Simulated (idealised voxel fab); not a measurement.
A process module follows: voxel wiring stack.
Section cut is 285 nm wide and gridded with 5 nm square cells.
Heads up, the way a cross-section reads in here is a grid of square cells, handed over as bands from the top down, with every band being one or more rows of cells. Read a band's entry like this: the first values are the height of its top and the height of its bottom in nm, and what follows is the sequence of materials from left to right, each with its width in nm. Note that "empty" is empty space, and that a single material marked "edge to edge" reaches across the band from edge to edge. Height 0 is the level under which the wafer as received is all one material. The lowest band goes on downwards, as in "0 and below". The two numbers in a width such as "30..40" mark its ends across the band: the first belongs to the top row of cells, the second to the bottom row, and from each row to the next the width moves by the same amount. Where the words "stayed the same" appear for a step, the cross-section shows no cell changed by that step; every cell remained as before. "Trapped voids": empty spaces of 8 cells or more with no open way to the top, each given as width x height at distance, distance from the left edge, all in nm. It should be noted that, on the line of a given step, the content following the step's settings is a remark produced by the simulator itself with respect to that step. overlay nm: right-of-plan distance of the mask on a masked step; negative values mean left-of-plan.

Planned process steps:
1 RECEIVE | material Si
2 CONFORMAL_DEP | material SiO2 | thk nm 15
3 CONFORMAL_DEP | material SiN | thk nm 5
4 DIRECTIONAL_DEP | material SiO2 | thk nm 20
5 DIRECTIONAL_DEP | material aC | thk nm 15
6 PATTERN | tone open | mask id METAL_1 | material resist | width nm 25 | pitch nm 50 | thk nm 35 | overlay nm 0
7 DIRECTIONAL_ETCH | etch materials aC | depth nm 15
8 STRIP | etch materials resist
9 DIRECTIONAL_ETCH | etch materials SiO2 | depth nm 20
10 DIRECTIONAL_ETCH | etch materials SiN | depth nm 5
11 STRIP | etch materials aC
12 CONFORMAL_DEP | material TiN | thk nm 5
13 FILL_DEP | material W | thk nm 5
14 CMP | height nm 40
15 EPI | material Ru | thk nm 5
16 FILL_DEP | material SiCN | thk nm 5
17 DIRECTIONAL_DEP | material SiO2 | thk nm 15
18 PATTERN | tone open | mask id PLUG_1 | material resist | width nm 15 | pitch nm 50 | thk nm 20 | overlay nm 0
19 DIRECTIONAL_ETCH | etch materials SiO2 | depth nm 15
20 DIRECTIONAL_ETCH | etch materials SiCN | depth nm 5
21 STRIP | etch materials resist
22 CONFORMAL_DEP | material TiN | thk nm 5
23 FILL_DEP | material Ru | thk nm 10
24 CMP | height nm 65
25 CONFORMAL_DEP | material SiN | thk nm 5
26 DIRECTIONAL_DEP | material lowk | thk nm 20
27 MASKED_ETCH | tone open | mask id METAL_2 | width nm 25 | pitch nm 50 | etch materials lowk | depth nm 20 | overlay nm 0
28 MASKED_ETCH | tone open | mask id METAL_2 | width nm 25 | pitch nm 50 | etch materials SiN | depth nm 5 | overlay nm 0
29 CONFORMAL_DEP | material TiN | thk nm 5
30 FILL_DEP | material Cu | thk nm 5
31 CMP | height nm 90
32 CONFORMAL_DEP | material SiCN | thk nm 5

as received, after step 1:
	0 and below | Si edge to edge
	Trapped voids: none

First wafer of two, sectioned at end of module; run went per plan:
	95 down to 90 | SiCN edge to edge
	90 down to 70 | lowk 80 nm / TiN 5 nm / Cu 15 nm / TiN 5 nm / lowk 25 nm / TiN 5 nm / Cu 15 nm / TiN 5 nm / lowk 25 nm / TiN 5 nm / Cu 15 nm / TiN 5 nm / lowk 80 nm
	70 down to 65 | SiN 80 nm / TiN 25 nm / SiN 25 nm / TiN 25 nm / SiN 25 nm / TiN 25 nm / SiN 80 nm
	65 down to 50 | SiO2 80 nm / TiN 5 nm / Ru 5 nm / TiN 5 nm / SiO2 35 nm / TiN 5 nm / Ru 5 nm / TiN 5 nm / SiO2 35 nm / TiN 5 nm / Ru 5 nm / TiN 5 nm / SiO2 90 nm
	50 down to 45 | SiCN 80 nm / TiN 15 nm / SiCN 35 nm / TiN 15 nm / SiCN 35 nm / TiN 15 nm / SiCN 90 nm
	45 down to 40 | SiCN 75 nm / Ru 35 nm / SiCN 15 nm / Ru 35 nm / SiCN 15 nm / Ru 35 nm / SiCN 75 nm
	40 down to 20 | SiO2 80 nm / TiN 5 nm / W 15 nm / TiN 5 nm / SiO2 25 nm / TiN 5 nm / W 15 nm / TiN 5 nm / SiO2 25 nm / TiN 5 nm / W 15 nm / TiN 5 nm / SiO2 80 nm
	20 down to 15 | SiN 80 nm / TiN 25 nm / SiN 25 nm / TiN 25 nm / SiN 25 nm / TiN 25 nm / SiN 80 nm
	15 down to 0 | SiO2 edge to edge
	0 and below | Si edge to edge
	Trapped voids: none

The second wafer, shown in cross-section after the module: started the same way as the first and given the same plan, yet one mistake crept into how it was run:
	95 down to 90 | SiCN edge to edge
	90 down to 70 | lowk 80 nm / TiN 5 nm / Cu 15 nm / TiN 5 nm / lowk 25 nm / TiN 5 nm / Cu 15 nm / TiN 5 nm / lowk 25 nm / TiN 5 nm / Cu 15 nm / TiN 5 nm / lowk 80 nm
	70 down to 65 | SiN 80 nm / TiN 25 nm / SiN 25 nm / TiN 25 nm / SiN 25 nm / TiN 25 nm / SiN 80 nm
	65 down to 60 | Ru 70 nm / TiN 15 nm / Ru 5 nm / TiN 25 nm / Ru 5 nm / TiN 15 nm / Ru 5 nm / TiN 25 nm / Ru 5 nm / TiN 15 nm / Ru 5 nm / TiN 25 nm / Ru 70 nm
	60 down to 55 | TiN 75 nm / SiO2 5 nm / TiN 5 nm / Ru 5 nm / TiN 5 nm / SiO2 15 nm / TiN 15 nm / SiO2 5 nm / TiN 5 nm / Ru 5 nm / TiN 5 nm / SiO2 15 nm / TiN 15 nm / SiO2 5 nm / TiN 5 nm / Ru 5 nm / TiN 5 nm / SiO2 15 nm / TiN 75 nm
	55 down to 50 | SiO2 80 nm / TiN 5 nm / Ru 5 nm / TiN 5 nm / SiO2 35 nm / TiN 5 nm / Ru 5 nm / TiN 5 nm / SiO2 35 nm / TiN 5 nm / Ru 5 nm / TiN 5 nm / SiO2 90 nm
	50 down to 45 | SiO2 80 nm / TiN 15 nm / SiO2 35 nm / TiN 15 nm / SiO2 35 nm / TiN 15 nm / SiO2 90 nm
	45 down to 40 | SiO2 75 nm / Ru 35 nm / SiO2 15 nm / Ru 35 nm / SiO2 15 nm / Ru 35 nm / SiO2 75 nm
	40 down to 20 | SiO2 80 nm / TiN 5 nm / W 15 nm / TiN 5 nm / SiO2 25 nm / TiN 5 nm / W 15 nm / TiN 5 nm / SiO2 25 nm / TiN 5 nm / W 15 nm / TiN 5 nm / SiO2 80 nm
	20 down to 15 | SiN 80 nm / TiN 25 nm / SiN 25 nm / TiN 25 nm / SiN 25 nm / TiN 25 nm / SiN 80 nm
	15 down to 0 | SiO2 edge to edge
	0 and below | Si edge to edge
	Trapped voids: none
What was done differently from what was planned? the plan's step 16 was left out and never carried out
Final cells, second wafer relative to first, materials higher or lower: 30 more of Ru, 84 fewer of SiCN, 54 more of TiN
